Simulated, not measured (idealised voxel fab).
The following process module bears the name voxel transistor to metal.
Pictured: cross-section cut, 180 nm wide, on a grid of 5 nm square cells.
Just so we're on the same page, the cross-sections are grids of square cells, and they're listed out in bands top to bottom, each band one or more rows deep. Per band: top height and bottom height in nm, followed by the left-to-right materials and their widths in nm; "throughout" marks a single material spanning edge to edge, "blank" marks empty space. Note: height 0 marks the level under which the wafer is uniformly one material as received. Lowest band unbounded below, written "z 0 and below". Graded width ("30..40"): value in top row of band = first number; value in bottom row = second number; row-to-row change constant. Where the words "no change occurred" appear for a step, the cross-section shows no cell changed by that step; every cell remained as before. In the "Trapped voids" entry, you get each enclosed empty space of 8 cells or more, one with no open way to the top, written width x height at distance, distance from the left edge, in nm. On each step's line, the part that comes after the settings is the simulator's own comment on the step. overlay nm: how far to the right of its planned place the mask lay on this masked step (negative: to the left).
### Planned step list for the process
step 1: op RECEIVE | material Si
step 2: op CONFORMAL_DEP | material SiO2 | thk nm 5
step 3: op CONFORMAL_DEP | material SiN | thk nm 15
step 4: op MASKED_ETCH | tone cover | mask id ACTIVE | width nm 115 | etch materials SiN | depth nm 15 | overlay nm 0
step 5: op MASKED_ETCH | tone cover | mask id ACTIVE | width nm 115 | etch materials SiO2 | depth nm 5 | overlay nm 0
step 6: op MASKED_ETCH | tone cover | mask id ACTIVE | width nm 115 | etch materials Si | depth nm 25 | overlay nm 0
step 7: op OXIDIZE | depth nm 5
step 8: op FILL_DEP | material SiO2 | thk nm 10
step 9: op CMP | height nm 20
step 10: op SELECTIVE_ETCH | etch materials SiO2 | depth nm 15
step 11: op STRIP | etch materials SiN
step 12: op SELECTIVE_ETCH | etch materials SiO2 | depth nm 5
step 13: op OXIDIZE | depth nm 5
step 14: op DIRECTIONAL_DEP | material polySi | thk nm 30
step 15: op DIRECTIONAL_DEP | material SiCN | thk nm 15
step 16: op PATTERN | tone cover | mask id GATE | material resist | width nm 25 | thk nm 15 | overlay nm 0
step 17: op DIRECTIONAL_ETCH | etch materials SiCN | depth nm 25
step 18: op DIRECTIONAL_ETCH | etch materials polySi | depth nm 40
step 19: op STRIP | etch materials resist
step 20: op CONFORMAL_DEP | material SiN | thk nm 10
step 21: op DIRECTIONAL_ETCH | etch materials SiN | depth nm 10
step 22: op DIRECTIONAL_ETCH | etch materials SiO2 | depth nm 5
step 23: op DIRECTIONAL_ETCH | etch materials Si | depth nm 10
step 24: op EPI | material pSi | thk nm 15
step 25: op FILL_DEP | material SiO2 | thk nm 10
step 26: op CMP | height nm 45
step 27: op DIRECTIONAL_DEP | material SiO2 | thk nm 15
step 28: op DIRECTIONAL_DEP | material aC | thk nm 15
step 29: op PATTERN | tone open | mask id CONTACT | material resist | width nm 15 | pitch nm 80 | thk nm 30 | overlay nm 0
step 30: op DIRECTIONAL_ETCH | etch materials aC | depth nm 15
step 31: op STRIP | etch materials resist
step 32: op DIRECTIONAL_ETCH | etch materials SiO2 | depth nm 60
step 33: op STRIP | etch materials aC
step 34: op CONFORMAL_DEP | material TiN | thk nm 5
step 35: op FILL_DEP | material Ru | thk nm 5
step 36: op CMP | height nm 60
step 37: op CONFORMAL_DEP | material SiN | thk nm 5
step 38: op DIRECTIONAL_DEP | material SiO2 | thk nm 15
step 39: op DIRECTIONAL_DEP | material aC | thk nm 10
step 40: op PATTERN | tone open | mask id METAL_1 | material resist | width nm 15 | pitch nm 80 | thk nm 30 | overlay nm 0
step 41: op DIRECTIONAL_ETCH | etch materials aC | depth nm 10
step 42: op STRIP | etch materials resist
step 43: op DIRECTIONAL_ETCH | etch materials SiO2 | depth nm 15
step 44: op DIRECTIONAL_ETCH | etch materials SiN | depth nm 5
step 45: op STRIP | etch materials aC
step 46: op CONFORMAL_DEP | material TiN | thk nm 5
step 47: op FILL_DEP | material Ru | thk nm 5
step 48: op CMP | height nm 80
step 49: op CONFORMAL_DEP | material SiCN | thk nm 5
step 50: op DIRECTIONAL_DEP | material SiO2 | thk nm 30
step 51: op DIRECTIONAL_DEP | material aC | thk nm 10
step 52: op PATTERN | tone open | mask id METAL_2 | material resist | width nm 15 | pitch nm 80 | thk nm 25 | overlay nm 0
step 53: op DIRECTIONAL_ETCH | etch materials aC | depth nm 10
step 54: op STRIP | etch materials resist
step 55: op DIRECTIONAL_ETCH | etch materials SiO2 | depth nm 20
step 56: op STRIP | etch materials aC
step 57: op MASKED_ETCH | tone open | mask id METAL_2_HOLES | width nm 15 | pitch nm 80 | etch materials SiO2 | depth nm 10 | overlay nm 0
step 58: op MASKED_ETCH | tone open | mask id METAL_2_HOLES | width nm 15 | pitch nm 80 | etch materials SiCN | depth nm 5 | overlay nm 0
step 59: op CONFORMAL_DEP | material TiN | thk nm 5
step 60: op FILL_DEP | material Cu | thk nm 10
step 61: op CMP | height nm 115
step 62: op CONFORMAL_DEP | material SiN | thk nm 5
### First wafer out of two, processed as planned
### Received-state cross-section, reflecting completion of step 1
* z 0 and below  Si throughout
* Trapped voids: none
### Step 2 done - wafer cross-section
* z 5 to 0  SiO2 throughout
* Note: structure below 0 unchanged.
### Step 3 done - wafer cross-section
* z 20 to 5  SiN throughout
* Note: structure below 5 unchanged.
### Step 4 done - wafer cross-section
* z 20 to 5  blank 30, then SiN 115, then blank 35
* Note: structure below 5 unchanged.
### Step 5 done - wafer cross-section
* z 20 to 5  blank 30, then SiN 115, then blank 35
* z 5 to 0  blank 30, then SiO2 115, then blank 35
* Note: structure below 0 unchanged.
### Step 6 done - wafer cross-section
* z 20 to 5  blank 30, then SiN 115, then blank 35
* z 5 to 0  blank 30, then SiO2 115, then blank 35
* z 0 to -25  blank 30, then Si 115, then blank 35
* Note: structure below -25 unchanged.
### Step 7 done - wafer cross-section
* z 20 to 5  blank 30, then SiN 115, then blank 35
* z 5 to 0  blank 30, then SiO2 115, then blank 35
* z 0 to -25  blank 30, then SiO2 5, then Si 105, then SiO2 5, then blank 35
* z -25 to -30  SiO2 35, then Si 105, then SiO2 40
* Note: structure below -30 unchanged.
### Step 8 done - wafer cross-section
* z 30 to 20  SiO2 throughout
* z 20 to 5  SiO2 30, then SiN 115, then SiO2 35
* z 5 to 0  SiO2 throughout
* z 0 to -30  SiO2 35, then Si 105, then SiO2 40
* Note: structure below -30 unchanged.
### Step 9 done - wafer cross-section
* z 20 to 5  SiO2 30, then SiN 115, then SiO2 35
* Note: structure below 5 unchanged.
### Step 10 done - wafer cross-section
* z 20 to 5  blank 30, then SiN 115, then blank 35
* Note: structure below 5 unchanged.
### Step 11 done - wafer cross-section
* z 5 to 0  SiO2 throughout
* Note: structure below 0 unchanged.
### Step 12 done - wafer cross-section
* z 0 to -30  SiO2 35, then Si 105, then SiO2 40
* Note: structure below -30 unchanged.
### Step 13 done - wafer cross-section
* z 0 to -5  SiO2 throughout
* Note: structure below -5 unchanged.
### Step 14 done - wafer cross-section
* z 30 to 0  polySi throughout
* Note: structure below 0 unchanged.
### Step 15 done - wafer cross-section
* z 45 to 30  SiCN throughout
* Note: structure below 30 unchanged.
### Step 16 done - wafer cross-section
* z 60 to 45  blank 75, then resist 25, then blank 80
* Note: structure below 45 unchanged.
### Step 17 done - wafer cross-section
* z 60 to 45  blank 75, then resist 25, then blank 80
* z 45 to 30  blank 75, then SiCN 25, then blank 80
* Note: structure below 30 unchanged.
### Step 18 done - wafer cross-section
* z 60 to 45  blank 75, then resist 25, then blank 80
* z 45 to 30  blank 75, then SiCN 25, then blank 80
* z 30 to 0  blank 75, then polySi 25, then blank 80
* Note: structure below 0 unchanged.
### Step 19 done - wafer cross-section
* z 45 to 30  blank 75, then SiCN 25, then blank 80
* Note: structure below 30 unchanged.
### Step 20 done - wafer cross-section
* z 55 to 45  blank 65, then SiN 45, then blank 70
* z 45 to 30  blank 65, then SiN 10, then SiCN 25, then SiN 10, then blank 70
* z 30 to 10  blank 65, then SiN 10, then polySi 25, then SiN 10, then blank 70
* z 10 to 0  SiN 75, then polySi 25, then SiN 80
* Note: structure below 0 unchanged.
### Step 21 done - wafer cross-section
* z 45 to 30  blank 65, then SiN 10, then SiCN 25, then SiN 10, then blank 70
* z 30 to 0  blank 65, then SiN 10, then polySi 25, then SiN 10, then blank 70
* Note: structure below 0 unchanged.
### Step 22 done - wafer cross-section
* z 45 to 30  blank 65, then SiN 10, then SiCN 25, then SiN 10, then blank 70
* z 30 to 0  blank 65, then SiN 10, then polySi 25, then SiN 10, then blank 70
* z 0 to -5  blank 65, then SiO2 45, then blank 70
* Note: structure below -5 unchanged.
### Step 23 done - wafer cross-section
* z 45 to 30  blank 65, then SiN 10, then SiCN 25, then SiN 10, then blank 70
* z 30 to 0  blank 65, then SiN 10, then polySi 25, then SiN 10, then blank 70
* z 0 to -5  blank 65, then SiO2 45, then blank 70
* z -5 to -15  SiO2 35, then blank 30, then Si 45, then blank 30, then SiO2 40
* Note: structure below -15 unchanged.
### Step 24 done - wafer cross-section
* z 45 to 30  blank 65, then SiN 10, then SiCN 25, then SiN 10, then blank 70
* z 30 to 10  blank 65, then SiN 10, then polySi 25, then SiN 10, then blank 70
* z 10 to 0  blank 50, then pSi 15, then SiN 10, then polySi 25, then SiN 10, then pSi 15, then blank 55
* z 0 to -5  blank 30, then pSi 35, then SiO2 45, then pSi 35, then blank 35
* z -5 to -15  SiO2 35, then pSi 30, then Si 45, then pSi 30, then SiO2 40
* Note: structure below -15 unchanged.
### Step 25 done - wafer cross-section
* z 55 to 45  SiO2 throughout
* z 45 to 30  SiO2 65, then SiN 10, then SiCN 25, then SiN 10, then SiO2 70
* z 30 to 10  SiO2 65, then SiN 10, then polySi 25, then SiN 10, then SiO2 70
* z 10 to 0  SiO2 50, then pSi 15, then SiN 10, then polySi 25, then SiN 10, then pSi 15, then SiO2 55
* z 0 to -5  SiO2 30, then pSi 35, then SiO2 45, then pSi 35, then SiO2 35
* Note: structure below -5 unchanged.
### Step 26 done - wafer cross-section
* z 45 to 30  SiO2 65, then SiN 10, then SiCN 25, then SiN 10, then SiO2 70
* Note: structure below 30 unchanged.
### Step 27 done - wafer cross-section
* z 60 to 45  SiO2 throughout
* Note: structure below 45 unchanged.
### Step 28 done - wafer cross-section
* z 75 to 60  aC throughout
* Note: structure below 60 unchanged.
### Step 29 done - wafer cross-section
* z 105 to 75  resist 40, then blank 15, then resist 65, then blank 15, then resist 45
* Note: structure below 75 unchanged.
### Step 30 done - wafer cross-section
* z 90 to 75  resist 40, then blank 15, then resist 65, then blank 15, then resist 45
* z 75 to 60  aC 40, then blank 15, then aC 65, then blank 15, then aC 45
* Note: structure below 60 unchanged.
### Step 31 done - wafer cross-section
* z 75 to 60  aC 40, then blank 15, then aC 65, then blank 15, then aC 45
* Note: structure below 60 unchanged.
### Step 32 done - wafer cross-section
* z 75 to 60  aC 40, then blank 15, then aC 65, then blank 15, then aC 45
* z 60 to 45  SiO2 40, then blank 15, then SiO2 65, then blank 15, then SiO2 45
* z 45 to 30  SiO2 40, then blank 15, then SiO2 10, then SiN 10, then SiCN 25, then SiN 10, then SiO2 10, then blank 15, then SiO2 45
* z 30 to 10  SiO2 40, then blank 15, then SiO2 10, then SiN 10, then polySi 25, then SiN 10, then SiO2 10, then blank 15, then SiO2 45
* z 10 to 0  SiO2 40, then blank 10, then pSi 15, then SiN 10, then polySi 25, then SiN 10, then pSi 15, then blank 10, then SiO2 45
* Note: structure below 0 unchanged.
### Step 33 done - wafer cross-section
* z 60 to 45  SiO2 40, then blank 15, then SiO2 65, then blank 15, then SiO2 45
* Note: structure below 45 unchanged.
### Step 34 done - wafer cross-section
* z 65 to 60  TiN 45, then blank 5, then TiN 75, then blank 5, then TiN 50
* z 60 to 45  SiO2 40, then TiN 5, then blank 5, then TiN 5, then SiO2 65, then TiN 5, then blank 5, then TiN 5, then SiO2 45
* z 45 to 30  SiO2 40, then TiN 5, then blank 5, then TiN 5, then SiO2 10, then SiN 10, then SiCN 25, then SiN 10, then SiO2 10, then TiN 5, then blank 5, then TiN 5, then SiO2 45
* z 30 to 15  SiO2 40, then TiN 5, then blank 5, then TiN 5, then SiO2 10, then SiN 10, then polySi 25, then SiN 10, then SiO2 10, then TiN 5, then blank 5, then TiN 5, then SiO2 45
* z 15 to 10  SiO2 40, then TiN 15, then SiO2 10, then SiN 10, then polySi 25, then SiN 10, then SiO2 10, then TiN 15, then SiO2 45
* z 10 to 0  SiO2 40, then TiN 10, then pSi 15, then SiN 10, then polySi 25, then SiN 10, then pSi 15, then TiN 10, then SiO2 45
* Note: structure below 0 unchanged.
### Step 35 done - wafer cross-section
* z 70 to 65  Ru throughout
* z 65 to 60  TiN 45, then Ru 5, then TiN 75, then Ru 5, then TiN 50
* z 60 to 45  SiO2 40, then TiN 5, then Ru 5, then TiN 5, then SiO2 65, then TiN 5, then Ru 5, then TiN 5, then SiO2 45
* z 45 to 30  SiO2 40, then TiN 5, then Ru 5, then TiN 5, then SiO2 10, then SiN 10, then SiCN 25, then SiN 10, then SiO2 10, then TiN 5, then Ru 5, then TiN 5, then SiO2 45
* z 30 to 15  SiO2 40, then TiN 5, then Ru 5, then TiN 5, then SiO2 10, then SiN 10, then polySi 25, then SiN 10, then SiO2 10, then TiN 5, then Ru 5, then TiN 5, then SiO2 45
* Note: structure below 15 unchanged.
### Step 36 done - wafer cross-section
* z 60 to 45  SiO2 40, then TiN 5, then Ru 5, then TiN 5, then SiO2 65, then TiN 5, then Ru 5, then TiN 5, then SiO2 45
* Note: structure below 45 unchanged.
### Step 37 done - wafer cross-section
* z 65 to 60  SiN throughout
* Note: structure below 60 unchanged.
### Step 38 done - wafer cross-section
* z 80 to 65  SiO2 throughout
* Note: structure below 65 unchanged.
### Step 39 done - wafer cross-section
* z 90 to 80  aC throughout
* Note: structure below 80 unchanged.
### Step 40 done - wafer cross-section
* z 120 to 90  resist 40, then blank 15, then resist 65, then blank 15, then resist 45
* Note: structure below 90 unchanged.
### Step 41 done - wafer cross-section
* z 110 to 90  resist 40, then blank 15, then resist 65, then blank 15, then resist 45
* z 90 to 80  aC 40, then blank 15, then aC 65, then blank 15, then aC 45
* Note: structure below 80 unchanged.
### Step 42 done - wafer cross-section
* z 90 to 80  aC 40, then blank 15, then aC 65, then blank 15, then aC 45
* Note: structure below 80 unchanged.
### Step 43 done - wafer cross-section
* z 90 to 80  aC 40, then blank 15, then aC 65, then blank 15, then aC 45
* z 80 to 65  SiO2 40, then blank 15, then SiO2 65, then blank 15, then SiO2 45
* Note: structure below 65 unchanged.
### Step 44 done - wafer cross-section
* z 90 to 80  aC 40, then blank 15, then aC 65, then blank 15, then aC 45
* z 80 to 65  SiO2 40, then blank 15, then SiO2 65, then blank 15, then SiO2 45
* z 65 to 60  SiN 40, then blank 15, then SiN 65, then blank 15, then SiN 45
* Note: structure below 60 unchanged.
### Step 45 done - wafer cross-section
* z 80 to 65  SiO2 40, then blank 15, then SiO2 65, then blank 15, then SiO2 45
* Note: structure below 65 unchanged.
### Step 46 done - wafer cross-section
* z 85 to 80  TiN 45, then blank 5, then TiN 75, then blank 5, then TiN 50
* z 80 to 65  SiO2 40, then TiN 5, then blank 5, then TiN 5, then SiO2 65, then TiN 5, then blank 5, then TiN 5, then SiO2 45
* z 65 to 60  SiN 40, then TiN 15, then SiN 65, then TiN 15, then SiN 45
* Note: structure below 60 unchanged.
### Step 47 done - wafer cross-section
* z 90 to 85  Ru throughout
* z 85 to 80  TiN 45, then Ru 5, then TiN 75, then Ru 5, then TiN 50
* z 80 to 65  SiO2 40, then TiN 5, then Ru 5, then TiN 5, then SiO2 65, then TiN 5, then Ru 5, then TiN 5, then SiO2 45
* Note: structure below 65 unchanged.
### Step 48 done - wafer cross-section
* z 80 to 65  SiO2 40, then TiN 5, then Ru 5, then TiN 5, then SiO2 65, then TiN 5, then Ru 5, then TiN 5, then SiO2 45
* Note: structure below 65 unchanged.
### Step 49 done - wafer cross-section
* z 85 to 80  SiCN throughout
* Note: structure below 80 unchanged.
### Step 50 done - wafer cross-section
* z 115 to 85  SiO2 throughout
* Note: structure below 85 unchanged.
### Step 51 done - wafer cross-section
* z 125 to 115  aC throughout
* Note: structure below 115 unchanged.
### Step 52 done - wafer cross-section
* z 150 to 125  resist 40, then blank 15, then resist 65, then blank 15, then resist 45
* Note: structure below 125 unchanged.
### Step 53 done - wafer cross-section
* z 140 to 125  resist 40, then blank 15, then resist 65, then blank 15, then resist 45
* z 125 to 115  aC 40, then blank 15, then aC 65, then blank 15, then aC 45
* Note: structure below 115 unchanged.
### Step 54 done - wafer cross-section
* z 125 to 115  aC 40, then blank 15, then aC 65, then blank 15, then aC 45
* Note: structure below 115 unchanged.
### Step 55 done - wafer cross-section
* z 125 to 115  aC 40, then blank 15, then aC 65, then blank 15, then aC 45
* z 115 to 95  SiO2 40, then blank 15, then SiO2 65, then blank 15, then SiO2 45
* Note: structure below 95 unchanged.
### Step 56 done - wafer cross-section
* z 115 to 95  SiO2 40, then blank 15, then SiO2 65, then blank 15, then SiO2 45
* Note: structure below 95 unchanged.
### Step 57 done - wafer cross-section
* z 115 to 85  SiO2 40, then blank 15, then SiO2 65, then blank 15, then SiO2 45
* Note: structure below 85 unchanged.
### Step 58 done - wafer cross-section
* z 115 to 85  SiO2 40, then blank 15, then SiO2 65, then blank 15, then SiO2 45
* z 85 to 80  SiCN 40, then blank 15, then SiCN 65, then blank 15, then SiCN 45
* Note: structure below 80 unchanged.
### Step 59 done - wafer cross-section
* z 120 to 115  TiN 45, then blank 5, then TiN 75, then blank 5, then TiN 50
* z 115 to 85  SiO2 40, then TiN 5, then blank 5, then TiN 5, then SiO2 65, then TiN 5, then blank 5, then TiN 5, then SiO2 45
* z 85 to 80  SiCN 40, then TiN 15, then SiCN 65, then TiN 15, then SiCN 45
* Note: structure below 80 unchanged.
### Step 60 done - wafer cross-section
* z 130 to 120  Cu throughout
* z 120 to 115  TiN 45, then Cu 5, then TiN 75, then Cu 5, then TiN 50
* z 115 to 85  SiO2 40, then TiN 5, then Cu 5, then TiN 5, then SiO2 65, then TiN 5, then Cu 5, then TiN 5, then SiO2 45
* Note: structure below 85 unchanged.
### Step 61 done - wafer cross-section
* z 115 to 85  SiO2 40, then TiN 5, then Cu 5, then TiN 5, then SiO2 65, then TiN 5, then Cu 5, then TiN 5, then SiO2 45
* Note: structure below 85 unchanged.
### Step 62 done - wafer cross-section
* z 120 to 115  SiN throughout
* Note: structure below 115 unchanged.
### Second Wafer (Identical Start and Plan, One Processing Error; Matches First Wafer Through Step 15)
### Cross-sectional view of the second wafer at the intended end time of process step 16
* z 60 to 45  resist 75, then blank 25, then resist 80
* Note: structure below 45 unchanged.
### Cross-sectional view of the second wafer at the intended end time of process step 17
* z 60 to 45  resist 75, then blank 25, then resist 80
* z 45 to 30  SiCN 75, then blank 25, then SiCN 80
* Note: structure below 30 unchanged.
### Cross-sectional view of the second wafer at the intended end time of process step 18
* z 60 to 45  resist 75, then blank 25, then resist 80
* z 45 to 30  SiCN 75, then blank 25, then SiCN 80
* z 30 to 0  polySi 75, then blank 25, then polySi 80
* Note: structure below 0 unchanged.
### Cross-sectional view of the second wafer at the intended end time of process step 19
* z 45 to 30  SiCN 75, then blank 25, then SiCN 80
* Note: structure below 30 unchanged.
### Cross-sectional view of the second wafer at the intended end time of process step 20
* z 55 to 45  SiN 85, then blank 5, then SiN 90
* z 45 to 30  SiCN 75, then SiN 10, then blank 5, then SiN 10, then SiCN 80
* z 30 to 10  polySi 75, then SiN 10, then blank 5, then SiN 10, then polySi 80
* z 10 to 0  polySi 75, then SiN 25, then polySi 80
* Note: structure below 0 unchanged.
### Cross-sectional view of the second wafer at the intended end time of process step 21
* z 45 to 30  SiCN 75, then SiN 10, then blank 5, then SiN 10, then SiCN 80
* z 30 to 0  polySi 75, then SiN 10, then blank 5, then SiN 10, then polySi 80
* Note: structure below 0 unchanged.
### Cross-sectional view of the second wafer at the intended end time of process step 22
* z 45 to 30  SiCN 75, then SiN 10, then blank 5, then SiN 10, then SiCN 80
* z 30 to 0  polySi 75, then SiN 10, then blank 5, then SiN 10, then polySi 80
* z 0 to -5  SiO2 85, then blank 5, then SiO2 90
* Note: structure below -5 unchanged.
### Cross-sectional view of the second wafer at the intended end time of process step 23
* z 45 to 30  SiCN 75, then SiN 10, then blank 5, then SiN 10, then SiCN 80
* z 30 to 0  polySi 75, then SiN 10, then blank 5, then SiN 10, then polySi 80
* z 0 to -5  SiO2 85, then blank 5, then SiO2 90
* z -5 to -15  SiO2 35, then Si 50, then blank 5, then Si 50, then SiO2 40
* Note: structure below -15 unchanged.
### Cross-sectional view of the second wafer at the intended end time of process step 24
* z 45 to 30  SiCN 75, then SiN 10, then blank 5, then SiN 10, then SiCN 80
* z 30 to 10  polySi 75, then SiN 10, then blank 5, then SiN 10, then polySi 80
* z 10 to 0  polySi 75, then SiN 10, then pSi 5, then SiN 10, then polySi 80
* z 0 to -5  SiO2 85, then pSi 5, then SiO2 90
* z -5 to -15  SiO2 35, then Si 50, then pSi 5, then Si 50, then SiO2 40
* Note: structure below -15 unchanged.
### Cross-sectional view of the second wafer at the intended end time of process step 25
* z 55 to 45  SiO2 throughout
* z 45 to 30  SiCN 75, then SiN 10, then SiO2 5, then SiN 10, then SiCN 80
* z 30 to 10  polySi 75, then SiN 10, then SiO2 5, then SiN 10, then polySi 80
* Note: structure below 10 unchanged.
### Cross-sectional view of the second wafer at the intended end time of process step 26
* z 45 to 30  SiCN 75, then SiN 10, then SiO2 5, then SiN 10, then SiCN 80
* Note: structure below 30 unchanged.
### Cross-sectional view of the second wafer at the intended end time of process step 27
* z 60 to 45  SiO2 throughout
* Note: structure below 45 unchanged.
### Cross-sectional view of the second wafer at the intended end time of process step 28
* z 75 to 60  aC throughout
* Note: structure below 60 unchanged.
### Cross-sectional view of the second wafer at the intended end time of process step 29
* z 105 to 75  resist 40, then blank 15, then resist 65, then blank 15, then resist 45
* Note: structure below 75 unchanged.
### Cross-sectional view of the second wafer at the intended end time of process step 30
* z 90 to 75  resist 40, then blank 15, then resist 65, then blank 15, then resist 45
* z 75 to 60  aC 40, then blank 15, then aC 65, then blank 15, then aC 45
* Note: structure below 60 unchanged.
### Cross-sectional view of the second wafer at the intended end time of process step 31
* z 75 to 60  aC 40, then blank 15, then aC 65, then blank 15, then aC 45
* Note: structure below 60 unchanged.
### Cross-sectional view of the second wafer at the intended end time of process step 32
* z 75 to 60  aC 40, then blank 15, then aC 65, then blank 15, then aC 45
* z 60 to 45  SiO2 40, then blank 15, then SiO2 65, then blank 15, then SiO2 45
* Note: structure below 45 unchanged.
### Cross-sectional view of the second wafer at the intended end time of process step 33
* z 60 to 45  SiO2 40, then blank 15, then SiO2 65, then blank 15, then SiO2 45
* Note: structure below 45 unchanged.
### Cross-sectional view of the second wafer at the intended end time of process step 34
* z 65 to 60  TiN 45, then blank 5, then TiN 75, then blank 5, then TiN 50
* z 60 to 50  SiO2 40, then TiN 5, then blank 5, then TiN 5, then SiO2 65, then TiN 5, then blank 5, then TiN 5, then SiO2 45
* z 50 to 45  SiO2 40, then TiN 15, then SiO2 65, then TiN 15, then SiO2 45
* Note: structure below 45 unchanged.
### Cross-sectional view of the second wafer at the intended end time of process step 35
* z 70 to 65  Ru throughout
* z 65 to 60  TiN 45, then Ru 5, then TiN 75, then Ru 5, then TiN 50
* z 60 to 50  SiO2 40, then TiN 5, then Ru 5, then TiN 5, then SiO2 65, then TiN 5, then Ru 5, then TiN 5, then SiO2 45
* Note: structure below 50 unchanged.
### Cross-sectional view of the second wafer at the intended end time of process step 36
* z 60 to 50  SiO2 40, then TiN 5, then Ru 5, then TiN 5, then SiO2 65, then TiN 5, then Ru 5, then TiN 5, then SiO2 45
* Note: structure below 50 unchanged.
### Cross-sectional view of the second wafer at the intended end time of process step 37
* z 65 to 60  SiN throughout
* Note: structure below 60 unchanged.
### Cross-sectional view of the second wafer at the intended end time of process step 38
* z 80 to 65  SiO2 throughout
* Note: structure below 65 unchanged.
### Cross-sectional view of the second wafer at the intended end time of process step 39
* z 90 to 80  aC throughout
* Note: structure below 80 unchanged.
### Cross-sectional view of the second wafer at the intended end time of process step 40
* z 120 to 90  resist 40, then blank 15, then resist 65, then blank 15, then resist 45
* Note: structure below 90 unchanged.
### Cross-sectional view of the second wafer at the intended end time of process step 41
* z 110 to 90  resist 40, then blank 15, then resist 65, then blank 15, then resist 45
* z 90 to 80  aC 40, then blank 15, then aC 65, then blank 15, then aC 45
* Note: structure below 80 unchanged.
### Cross-sectional view of the second wafer at the intended end time of process step 42
* z 90 to 80  aC 40, then blank 15, then aC 65, then blank 15, then aC 45
* Note: structure below 80 unchanged.
### Cross-sectional view of the second wafer at the intended end time of process step 43
* z 90 to 80  aC 40, then blank 15, then aC 65, then blank 15, then aC 45
* z 80 to 65  SiO2 40, then blank 15, then SiO2 65, then blank 15, then SiO2 45
* Note: structure below 65 unchanged.
### Cross-sectional view of the second wafer at the intended end time of process step 44
* z 90 to 80  aC 40, then blank 15, then aC 65, then blank 15, then aC 45
* z 80 to 65  SiO2 40, then blank 15, then SiO2 65, then blank 15, then SiO2 45
* z 65 to 60  SiN 40, then blank 15, then SiN 65, then blank 15, then SiN 45
* Note: structure below 60 unchanged.
### Cross-sectional view of the second wafer at the intended end time of process step 45
* z 80 to 65  SiO2 40, then blank 15, then SiO2 65, then blank 15, then SiO2 45
* Note: structure below 65 unchanged.
### Cross-sectional view of the second wafer at the intended end time of process step 46
* z 85 to 80  TiN 45, then blank 5, then TiN 75, then blank 5, then TiN 50
* z 80 to 65  SiO2 40, then TiN 5, then blank 5, then TiN 5, then SiO2 65, then TiN 5, then blank 5, then TiN 5, then SiO2 45
* z 65 to 60  SiN 40, then TiN 15, then SiN 65, then TiN 15, then SiN 45
* Note: structure below 60 unchanged.
### Cross-sectional view of the second wafer at the intended end time of process step 47
* z 90 to 85  Ru throughout
* z 85 to 80  TiN 45, then Ru 5, then TiN 75, then Ru 5, then TiN 50
* z 80 to 65  SiO2 40, then TiN 5, then Ru 5, then TiN 5, then SiO2 65, then TiN 5, then Ru 5, then TiN 5, then SiO2 45
* Note: structure below 65 unchanged.
### Cross-sectional view of the second wafer at the intended end time of process step 48
* z 80 to 65  SiO2 40, then TiN 5, then Ru 5, then TiN 5, then SiO2 65, then TiN 5, then Ru 5, then TiN 5, then SiO2 45
* Note: structure below 65 unchanged.
### Cross-sectional view of the second wafer at the intended end time of process step 49
* z 85 to 80  SiCN throughout
* Note: structure below 80 unchanged.
### Cross-sectional view of the second wafer at the intended end time of process step 50
* z 115 to 85  SiO2 throughout
* Note: structure below 85 unchanged.
### Cross-sectional view of the second wafer at the intended end time of process step 51
* z 125 to 115  aC throughout
* Note: structure below 115 unchanged.
### Cross-sectional view of the second wafer at the intended end time of process step 52
* z 150 to 125  resist 40, then blank 15, then resist 65, then blank 15, then resist 45
* Note: structure below 125 unchanged.
### Cross-sectional view of the second wafer at the intended end time of process step 53
* z 140 to 125  resist 40, then blank 15, then resist 65, then blank 15, then resist 45
* z 125 to 115  aC 40, then blank 15, then aC 65, then blank 15, then aC 45
* Note: structure below 115 unchanged.
### Cross-sectional view of the second wafer at the intended end time of process step 54
* z 125 to 115  aC 40, then blank 15, then aC 65, then blank 15, then aC 45
* Note: structure below 115 unchanged.
### Cross-sectional view of the second wafer at the intended end time of process step 55
* z 125 to 115  aC 40, then blank 15, then aC 65, then blank 15, then aC 45
* z 115 to 95  SiO2 40, then blank 15, then SiO2 65, then blank 15, then SiO2 45
* Note: structure below 95 unchanged.
### Cross-sectional view of the second wafer at the intended end time of process step 56
* z 115 to 95  SiO2 40, then blank 15, then SiO2 65, then blank 15, then SiO2 45
* Note: structure below 95 unchanged.
### Cross-sectional view of the second wafer at the intended end time of process step 57
* z 115 to 85  SiO2 40, then blank 15, then SiO2 65, then blank 15, then SiO2 45
* Note: structure below 85 unchanged.
### Cross-sectional view of the second wafer at the intended end time of process step 58
* z 115 to 85  SiO2 40, then blank 15, then SiO2 65, then blank 15, then SiO2 45
* z 85 to 80  SiCN 40, then blank 15, then SiCN 65, then blank 15, then SiCN 45
* Note: structure below 80 unchanged.
### Cross-sectional view of the second wafer at the intended end time of process step 59
* z 120 to 115  TiN 45, then blank 5, then TiN 75, then blank 5, then TiN 50
* z 115 to 85  SiO2 40, then TiN 5, then blank 5, then TiN 5, then SiO2 65, then TiN 5, then blank 5, then TiN 5, then SiO2 45
* z 85 to 80  SiCN 40, then TiN 15, then SiCN 65, then TiN 15, then SiCN 45
* Note: structure below 80 unchanged.
### Cross-sectional view of the second wafer at the intended end time of process step 60
* z 130 to 120  Cu throughout
* z 120 to 115  TiN 45, then Cu 5, then TiN 75, then Cu 5, then TiN 50
* z 115 to 85  SiO2 40, then TiN 5, then Cu 5, then TiN 5, then SiO2 65, then TiN 5, then Cu 5, then TiN 5, then SiO2 45
* Note: structure below 85 unchanged.
### Cross-sectional view of the second wafer at the intended end time of process step 61
* z 115 to 85  SiO2 40, then TiN 5, then Cu 5, then TiN 5, then SiO2 65, then TiN 5, then Cu 5, then TiN 5, then SiO2 45
* Note: structure below 85 unchanged.
### Cross-sectional view of the second wafer at the intended end time of process step 62
* z 120 to 115  SiN throughout
* Note: structure below 115 unchanged.
Deviation from plan: step 16 changed vs plan, executed as op PATTERN | tone open | mask id GATE | material resist | width nm 25 | thk nm 15 | overlay nm 0
Bottom line after processing is that, in cells, the second wafer is up or down on some materials versus the first: -14 Ru; +22 Si; +78 SiCN; -161 SiO2; -36 TiN; -45 pSi; +156 polySi
